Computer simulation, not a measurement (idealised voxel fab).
You're looking at the process module voxel spacer lines.
Pictured: cross-section cut, 205 nm wide, on a grid of 5 nm square cells.
Cross-sections here: square-cell grids, written as top-down lists of bands, a band being one or more rows of cells. Top, bottom (nm), then materials left to right with widths (nm); lone material tagged "full width" fills the whole band edge to edge; "blank" = empty space. Height reference: 0 = level under which incoming wafer is all one material. Lowest band: no bottom, runs on downward, e.g. "0 -> down". Per-row width for "30 to 40": begins at first number (top row of band), ends at second number (bottom row), increment between rows held constant. It should be understood that the words "no change", when stated for a given step, signify that the cross-section underwent no change in any of its cells during that step. In "Closed void roster" the enclosed voids are listed, meaning empty spaces of 8 cells or larger without any opening to the top. The form is width x height at distance, distance from the left edge, units nm. The remark found on a step's line after its settings is issued by the simulator itself and pertains to that step. Each step line may optionally specify "overlay nm", which for a step with a mask gives the rightward distance between the mask's planned place and where it lay, a negative value indicating the leftward direction.

List of planned process steps
1. RECEIVE | material Si
2. CONFORMAL_DEP | material Al2O3 | thk nm 5
3. DIRECTIONAL_DEP | material polySi | thk nm 20
4. DIRECTIONAL_DEP | material aC | thk nm 20
5. PATTERN | tone cover | mask id MANDREL | material resist | width nm 15 | pitch nm 70 | thk nm 30 | overlay nm 0
6. DIRECTIONAL_ETCH | etch materials aC | depth nm 20
7. STRIP | etch materials resist
8. CONFORMAL_DEP | material SiN | thk nm 10
9. DIRECTIONAL_ETCH | etch materials SiN | depth nm 10
10. STRIP | etch materials aC
11. DIRECTIONAL_ETCH | etch materials polySi | depth nm 20
12. STRIP | etch materials SiN
13. FILL_DEP | material SiO2 | thk nm 10
14. CMP | height nm 25
Across this set of wafers, the varied parameter is the width nm of step 5. Starting conditions are identical for every wafer, and the plan reports the value assigned to the first wafer.

Sectional view: first of several wafers, as received, after step 1
  0 -> down: Si full width
  Closed void roster: none

The table below has one row for each wafer; a row shows, as of the end of the module, how many cells of each material the wafer has gained, marked (+), or lost, marked (-), since it was received, and then the wafer's closed voids
width nm 15, +41 Al2O3, +132 SiO2, +32 polySi, Closed void roster: none
width nm 20, +41 Al2O3, +132 SiO2, +32 polySi, Closed void roster: none
width nm 25, +41 Al2O3, +132 SiO2, +32 polySi, Closed void roster: none
width nm 30, +41 Al2O3, +132 SiO2, +32 polySi, Closed void roster: none
width nm 35, +41 Al2O3, +132 SiO2, +32 polySi, Closed void roster: none
width nm 40, +41 Al2O3, +132 SiO2, +32 polySi, Closed void roster: none
